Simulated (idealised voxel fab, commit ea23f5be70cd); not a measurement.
Proc. module: voxel transistor to metal
The figure presents cross-section cut, which has a width of 215 nm and is divided into square cells with an edge length of 5 nm.
When this document writes out a cross-section, it uses a grid of square cells and lists it as bands, beginning at the top and moving down, with a band standing for one or more rows of cells. Heights first: top, then bottom, in nm. Then materials, left to right, each with a width in nm. "edge to edge" on a single material: fills the band edge to edge. "blank": empty space. It should be noted that heights are counted from 0, beneath which the wafer as supplied is of one material throughout, and that the lowest band possesses no lower boundary but continues downward, as written in "0 down". Note: "30..40" means the width goes from the first number (top row of the band) to the second number (bottom row) in equal steps per row of cells. For the purposes of this document, the phrase "no change" attached to a step denotes that no cell within the cross-section was modified by that step. "Closed cavities": empty spaces of 8 cells or more with no open way to the top, each given as width x height at distance, distance from the left edge, all in nm. If you see something after the settings on a step's line, that's the simulator's own remark about that step. On any step carrying a mask, the "overlay nm" setting, if present on the step's line, tells how far right of its planned place the mask lay; negative values point to the left.
Planned step list for the process
| 1 | RECEIVE | material Si |
| 2 | OXIDIZE | depth nm 5 |
| 3 | CONFORMAL_DEP | material SiN | thk nm 15 |
| 4 | DIRECTIONAL_DEP | material aC | thk nm 15 |
| 5 | PATTERN | tone cover | mask id ACTIVE | material resist | width nm 105 | thk nm 35 | overlay nm 0 |
| 6 | DIRECTIONAL_ETCH | etch materials aC | depth nm 15 |
| 7 | STRIP | etch materials resist |
| 8 | DIRECTIONAL_ETCH | etch materials SiN | depth nm 15 |
| 9 | DIRECTIONAL_ETCH | etch materials SiO2 | depth nm 5 |
| 10 | DIRECTIONAL_ETCH | etch materials Si | depth nm 30 |
| 11 | STRIP | etch materials aC |
| 12 | FILL_DEP | material SiO2 | thk nm 10 |
| 13 | CMP | height nm 15 |
| 14 | SELECTIVE_ETCH | etch materials SiO2 | depth nm 10 |
| 15 | STRIP | etch materials SiN |
| 16 | SELECTIVE_ETCH | etch materials SiO2 | depth nm 5 |
| 17 | OXIDIZE | depth nm 5 |
| 18 | DIRECTIONAL_DEP | material polySi | thk nm 30 |
| 19 | DIRECTIONAL_DEP | material SiCN | thk nm 15 |
| 20 | DIRECTIONAL_DEP | material aC | thk nm 10 |
| 21 | PATTERN | tone cover | mask id GATE | material resist | width nm 25 | thk nm 25 | overlay nm 0 |
| 22 | DIRECTIONAL_ETCH | etch materials aC | depth nm 10 |
| 23 | STRIP | etch materials resist |
| 24 | DIRECTIONAL_ETCH | etch materials SiCN | depth nm 25 |
| 25 | DIRECTIONAL_ETCH | etch materials polySi | depth nm 40 |
| 26 | STRIP | etch materials aC |
| 27 | CONFORMAL_DEP | material SiN | thk nm 10 |
| 28 | DIRECTIONAL_ETCH | etch materials SiN | depth nm 10 |
| 29 | DIRECTIONAL_ETCH | etch materials SiO2 | depth nm 5 |
| 30 | DIRECTIONAL_ETCH | etch materials Si | depth nm 10 |
| 31 | EPI | material nSi | thk nm 10 |
| 32 | FILL_DEP | material SiO2 | thk nm 10 |
| 33 | CMP | height nm 40 |
| 34 | DIRECTIONAL_DEP | material SiO2 | thk nm 15 |
| 35 | PATTERN | tone open | mask id CONTACT | material resist | width nm 20 | pitch nm 75 | thk nm 15 | overlay nm 0 |
| 36 | DIRECTIONAL_ETCH | etch materials SiO2 | depth nm 65 |
| 37 | STRIP | etch materials resist |
| 38 | CONFORMAL_DEP | material TiN | thk nm 5 |
| 39 | FILL_DEP | material Ru | thk nm 5 |
| 40 | CMP | height nm 55 |
| 41 | DIRECTIONAL_DEP | material TiN | thk nm 5 |
| 42 | DIRECTIONAL_DEP | material W | thk nm 25 |
| 43 | DIRECTIONAL_DEP | material aC | thk nm 15 |
| 44 | PATTERN | tone cover | mask id METAL_1 | material resist | width nm 20 | pitch nm 75 | thk nm 30 | overlay nm 0 |
| 45 | DIRECTIONAL_ETCH | etch materials aC | depth nm 15 |
| 46 | STRIP | etch materials resist |
| 47 | DIRECTIONAL_ETCH | etch materials W | depth nm 25 |
| 48 | DIRECTIONAL_ETCH | etch materials TiN | depth nm 5 |
| 49 | STRIP | etch materials aC |
| 50 | CONFORMAL_DEP | material SiCN | thk nm 5 |
| 51 | FILL_DEP | material SiO2 | thk nm 5 |
| 52 | CMP | height nm 85 |
| 53 | CONFORMAL_DEP | material SiN | thk nm 5 |
Wafer cross-section on receipt, i.e. after step 1
  0 down: Si edge to edge
  Closed cavities: none
Wafer at module end, in section. Began as above, planned as above, run with one mistake
  90 to 85: SiN edge to edge
  85 to 60: 45 SiO2; 5 SiCN; 20 W; 5 SiCN; 45 SiO2; 5 SiCN; 20 W; 5 SiCN; 65 SiO2
  60 to 55: 50 SiCN; 20 TiN; 55 SiCN; 20 TiN; 70 SiCN
  55 to 40: 60 SiO2; 5 TiN; 10 Ru; 5 TiN; 55 SiO2; 5 TiN; 10 Ru; 5 TiN; 60 SiO2
  40 to 25: 60 SiO2; 5 TiN; 10 Ru; 5 TiN; 5 SiO2; 10 SiN; 25 SiCN; 10 SiN; 5 SiO2; 5 TiN; 10 Ru; 5 TiN; 60 SiO2
  25 to 5: 60 SiO2; 5 TiN; 10 Ru; 5 TiN; 5 SiO2; 10 SiN; 25 polySi; 10 SiN; 5 SiO2; 5 TiN; 10 Ru; 5 TiN; 60 SiO2
  5 to 0: 60 SiO2; 20 TiN; 5 SiO2; 10 SiN; 25 polySi; 10 SiN; 5 SiO2; 20 TiN; 60 SiO2
  0 to -5: 50 SiO2; 10 SiN; 10 nSi; 5 TiN; 10 nSi; 10 SiN; 25 polySi; 10 SiN; 10 nSi; 5 TiN; 10 nSi; 10 SiN; 50 SiO2
  -5 to -10: 60 SiO2; 10 nSi; 5 TiN; 10 nSi; 45 SiO2; 10 nSi; 5 TiN; 10 nSi; 60 SiO2
  -10 to -20: 55 SiO2; 5 Si; 25 nSi; 45 Si; 25 nSi; 5 Si; 55 SiO2
  -20 to -35: 55 SiO2; 105 Si; 55 SiO2
  -35 down: Si edge to edge
  Closed cavities: none
Processing error: contrary to plan, step 44 was performed as PATTERN | tone cover | mask id METAL_1 | material resist | width nm 20 | pitch nm 75 | thk nm 30 | overlay nm -10
